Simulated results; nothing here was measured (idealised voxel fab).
The process module presented herein is designated voxel gate over fins.
The width of the displayed cross-section, cut, is 215 nm; its cells are square, with a size of 5 nm.
Cross-sections here: square-cell grids, written as top-down lists of bands, a band being one or more rows of cells. The band entry comprises the height of the band's top followed by the height of its bottom, expressed in nm, and subsequently the band's materials from left to right, each stated together with its width in nm. Where a single material is marked with the word "throughout", that material fills the band from edge to edge. The word "empty" represents empty space. The level at which height equals 0 is the one under which the wafer, as it arrives, is entirely one material. No lower edge exists for the bottom band, which continues downward and is notated as in "0..down". A width such as "30 to 40" changes by the same amount from each row of cells to the next, from the band's top row to its bottom row. "remains unaltered" means the step left every cell of the cross-section as it was. Empty spaces without an open route to the top, at least 8 cells in extent, make up the entry "Closed cavities"; each is given as width x height at distance, where the distance is measured from the left edge, and all are in nm. Post-settings text on a step line: simulator's own remark regarding the step. What "overlay nm" on a step's line means: if the step has a mask, that mask lay this far to the right of its planned place, or, when the value is negative, to the left.

**Intended process steps**
step 1: RECEIVE: material Si
step 2: CONFORMAL_DEP: material SiN, thk nm 10
step 3: DIRECTIONAL_DEP: material aC, thk nm 15
step 4: PATTERN: tone cover, mask id FINS, material resist, width nm 15, pitch nm 40, thk nm 30, overlay nm 0
step 5: DIRECTIONAL_ETCH: etch materials aC, depth nm 15
step 6: STRIP: etch materials resist
step 7: DIRECTIONAL_ETCH: etch materials SiN, depth nm 10
step 8: DIRECTIONAL_ETCH: etch materials Si, depth nm 40
step 9: STRIP: etch materials aC
step 10: FILL_DEP: material SiO2, thk nm 5
step 11: CMP: height nm 10
step 12: SELECTIVE_ETCH: etch materials SiO2, depth nm 25
step 13: STRIP: etch materials SiN
step 14: CONFORMAL_DEP: material HfO2, thk nm 5
step 15: CONFORMAL_DEP: material TiN, thk nm 5
step 16: CONFORMAL_DEP: material TiAl, thk nm 5
step 17: CONFORMAL_DEP: material TiN, thk nm 5
step 18: FILL_DEP: material W, thk nm 15
step 19: CMP: height nm 30
step 20: CONFORMAL_DEP: material SiCN, thk nm 10

**The cross-section here shows the wafer as received, i.e. in its state after step 1**
  0..down: Si throughout
  Closed cavities: none

**Figure: cross-sectional view of the wafer upon completion of the module, processed from the initial state and according to the plan depicted above, with one error introduced during execution**
  40..30: SiCN throughout
  30..15: W throughout
  15..5: W: 45 | TiN: 125 | W: 45
  5..0: W: 45 | TiN: 10 | HfO2: 25 | TiN: 15 | HfO2: 25 | TiN: 15 | HfO2: 25 | TiN: 10 | W: 45
  0..-10: TiN: 55 | HfO2: 5 | Si: 15 | HfO2: 5 | TiN: 15 | HfO2: 5 | Si: 15 | HfO2: 5 | TiN: 15 | HfO2: 5 | Si: 15 | HfO2: 5 | TiN: 55
  -10..-15: HfO2: 60 | Si: 15 | HfO2: 25 | Si: 15 | HfO2: 25 | Si: 15 | HfO2: 60
  -15..-40: SiO2: 60 | Si: 15 | SiO2: 25 | Si: 15 | SiO2: 25 | Si: 15 | SiO2: 60
  -40..down: Si throughout
  Closed cavities: none
what went wrong: yeah, step 16 of the plan got skipped, never ran
